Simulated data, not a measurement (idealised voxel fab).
Presented below is a process module, voxel capacitor over wiring.
Pictured: cross-section cut, 235 nm wide, on a grid of 5 nm square cells.
Just so we're on the same page, the cross-sections are grids of square cells, and they're listed out in bands top to bottom, each band one or more rows deep.
A band entry consists of two parts. The first gives the height of the band's top and the height of its bottom, in nm. The rest lists the band's materials from left to right, each with its width in nm. A single material labelled with the word "everywhere" fills the band from edge to edge, and the word "air" marks empty space.
Heads up on the height convention: 0 is the point under which the incoming wafer is all one material, and the lowest band has no bottom, it just keeps going down, like "0 and below".
Top row gets the first number, bottom row gets the second, and each row in between changes by the same step: that is how a band width like "30 to 40" works.
It should be understood that the words "remained the same", when stated for a given step, signify that the cross-section underwent no change in any of its cells during that step.
Empty spaces counting at least 8 cells and having no open way to the top are listed in "Sealed cavities". The notation width x height at distance is used for each, the distance being from the left edge and all three values in nm.
Whatever follows a step's settings on its line is a remark the simulator itself makes about that step.
overlay nm, on a step with a mask: how far to the right of its planned place the mask lay; to the left if negative
**List of planned process steps**
1. RECEIVE, material Si
2. CONFORMAL_DEP, material SiO2, thk nm 15
3. CONFORMAL_DEP, material SiN, thk nm 5
4. DIRECTIONAL_DEP, material SiO2, thk nm 15
5. DIRECTIONAL_DEP, material aC, thk nm 10
6. PATTERN, tone open, mask id METAL_1, material resist, width nm 25, pitch nm 90, thk nm 30, overlay nm 0
7. DIRECTIONAL_ETCH, etch materials aC, depth nm 10
8. STRIP, etch materials resist
9. DIRECTIONAL_ETCH, etch materials SiO2, depth nm 15
10. DIRECTIONAL_ETCH, etch materials SiN, depth nm 5
11. STRIP, etch materials aC
12. CONFORMAL_DEP, material TiN, thk nm 5
13. FILL_DEP, material Cu, thk nm 5
14. CMP, height nm 35
15. EPI, material Ru, thk nm 5
16. FILL_DEP, material SiCN, thk nm 5
17. DIRECTIONAL_DEP, material lowk, thk nm 15
18. DIRECTIONAL_DEP, material aC, thk nm 10
19. PATTERN, tone open, mask id PLUG_1, material resist, width nm 15, thk nm 30, overlay nm 0
20. DIRECTIONAL_ETCH, etch materials aC, depth nm 10
21. STRIP, etch materials resist
22. DIRECTIONAL_ETCH, etch materials lowk, depth nm 15
23. DIRECTIONAL_ETCH, etch materials SiCN, depth nm 5
24. STRIP, etch materials aC
25. EPI, material Ru, thk nm 10
26. EPI, material Ru, thk nm 10
27. DIRECTIONAL_DEP, material TiN, thk nm 5
28. DIRECTIONAL_DEP, material Al2O3, thk nm 5
29. DIRECTIONAL_DEP, material TiN, thk nm 10
30. MASKED_ETCH, tone cover, mask id UPPER_PLATE, width nm 70, etch materials TiN, depth nm 10, overlay nm 0
31. MASKED_ETCH, tone cover, mask id UPPER_PLATE, width nm 70, etch materials Al2O3, depth nm 5, overlay nm 0
32. DIRECTIONAL_DEP, material aC, thk nm 15
33. PATTERN, tone cover, mask id LOWER_PLATE, material resist, width nm 80, thk nm 35, overlay nm 0
34. DIRECTIONAL_ETCH, etch materials aC, depth nm 15
35. STRIP, etch materials resist
36. DIRECTIONAL_ETCH, etch materials TiN, depth nm 5
37. STRIP, etch materials aC
38. FILL_DEP, material SiO2, thk nm 15
39. CMP, height nm 90
40. DIRECTIONAL_DEP, material aC, thk nm 15
41. PATTERN, tone open, mask id PLUG_2, material resist, width nm 15, thk nm 35, overlay nm 0
42. DIRECTIONAL_ETCH, etch materials aC, depth nm 15
43. STRIP, etch materials resist
44. DIRECTIONAL_ETCH, etch materials SiO2, depth nm 10
45. STRIP, etch materials aC
46. CONFORMAL_DEP, material TiN, thk nm 5
47. FILL_DEP, material Ru, thk nm 5
48. CMP, height nm 90
49. CONFORMAL_DEP, material SiCN, thk nm 5
**This is the cross-section of the wafer as we received it, i.e. after step 1**
  0 and below = Si everywhere
  Sealed cavities: none
**Starting structure and process plan are as shown above, but one mistake was made in running the module; the wafer cross-section at the end of the module follows**
  95 down to 90 = SiCN everywhere
  90 down to 85 = 80 of SiO2  5 of TiN  5 of Ru  5 of TiN  140 of SiO2
  85 down to 80 = 80 of SiO2  15 of TiN  140 of SiO2
  80 down to 70 = 75 of SiO2  65 of TiN  95 of SiO2
  70 down to 65 = 70 of SiO2  70 of Al2O3  95 of SiO2
  65 down to 60 = 65 of SiO2  80 of TiN  90 of SiO2
  60 down to 45 = 70 of lowk  15 of Ru  150 of lowk
  45 down to 40 = 70 of SiCN  15 of Ru  150 of SiCN
  40 down to 35 = 55 of SiCN  35 of Ru  55 of SiCN  35 of Ru  55 of SiCN
  35 down to 20 = 60 of SiO2  5 of TiN  15 of Cu  5 of TiN  65 of SiO2  5 of TiN  15 of Cu  5 of TiN  60 of SiO2
  20 down to 15 = 60 of SiN  25 of TiN  65 of SiN  25 of TiN  60 of SiN
  15 down to 0 = SiO2 everywhere
  0 and below = Si everywhere
  Sealed cavities: none
In executing the process, a mistake was made relative to the plan: step 30 was not run as planned; what actually ran was MASKED_ETCH, tone cover, mask id UPPER_PLATE, width nm 65, etch materials TiN, depth nm 10, overlay nm 0
